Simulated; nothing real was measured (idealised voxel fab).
A process module follows: voxel air gaps.
Cross-section cut spans 285 nm and uses square cells 5 nm in size.
Cross-sections here: square-cell grids, written as top-down lists of bands, a band being one or more rows of cells.
A band entry consists of two parts. The first gives the height of the band's top and the height of its bottom, in nm. The rest lists the band's materials from left to right, each with its width in nm. A single material labelled with the word "everywhere" fills the band from edge to edge, and the word "empty" marks empty space.
A quick word on heights: they are counted from 0, and under that level the wafer as it came to us is one material throughout. The lowest band is different from the rest in having no bottom; it simply continues downward, written as in "0..down".
Graded width ("30->40"): value in top row of band = first number; value in bottom row = second number; row-to-row change constant.
Basically "remained unchanged" means that step didn't change any cell in the cross-section.
Enclosed internal voids: empty space of 8 cells or more with no open way to the top, each as width x height at its distance from the left edge, in nm
Step line, after settings: the simulator's comment on this step.
What "overlay nm" on a step's line means: if the step has a mask, that mask lay this far to the right of its planned place, or, when the value is negative, to the left.

**Intended process steps**
1,RECEIVE,material Si
2,CONFORMAL_DEP,material SiO2,thk nm 10
3,CONFORMAL_DEP,material SiCN,thk nm 5
4,DIRECTIONAL_DEP,material SiO2,thk nm 40
5,MASKED_ETCH,tone open,mask id LINES,width nm 25,pitch nm 50,etch materials SiO2,depth nm 40,overlay nm 0
6,CONFORMAL_DEP,material TiN,thk nm 5
7,FILL_DEP,material W,thk nm 10
8,CMP,height nm 55
9,EPI,material Ru,thk nm 10
10,SELECTIVE_ETCH,etch materials SiO2,depth nm 50
11,CONFORMAL_DEP,material SiCN,thk nm 5

**As-received wafer cross-section (after step 1)**
> 0..down | Si everywhere
> Enclosed internal voids: none

**Result of the module, cross-sectioned: start per above, plan per above, one error in how it was run**
> 70..65 | empty 55 nm / SiCN 155 nm / empty 75 nm
> 65..55 | empty 55 nm / SiCN 5 nm / Ru 45 nm / SiCN 5 nm / Ru 45 nm / SiCN 5 nm / Ru 45 nm / SiCN 5 nm / empty 75 nm
> 55..50 | empty 55 nm / SiCN 15 nm / TiN 5 nm / W 15 nm / TiN 5 nm / SiCN 25 nm / TiN 5 nm / W 15 nm / TiN 5 nm / SiCN 25 nm / TiN 5 nm / W 15 nm / TiN 5 nm / SiCN 15 nm / empty 75 nm
> 50..20 | empty 65 nm / SiCN 5 nm / TiN 5 nm / W 15 nm / TiN 5 nm / SiCN 5 nm / empty 15 nm / SiCN 5 nm / TiN 5 nm / W 15 nm / TiN 5 nm / SiCN 5 nm / empty 15 nm / SiCN 5 nm / TiN 5 nm / W 15 nm / TiN 5 nm / SiCN 5 nm / empty 85 nm
> 20..15 | SiCN 70 nm / TiN 25 nm / SiCN 25 nm / TiN 25 nm / SiCN 25 nm / TiN 25 nm / SiCN 90 nm
> 15..10 | SiCN everywhere
> 10..0 | SiO2 everywhere
> 0..down | Si everywhere
> Enclosed internal voids: 15 x 30 at 100; 15 x 30 at 150
Which mistake was made when the wafer was run? step 5 did not use the planned setting and instead ran as MASKED_ETCH,tone open,mask id LINES,width nm 25,pitch nm 50,etch materials SiO2,depth nm 40,overlay nm -10
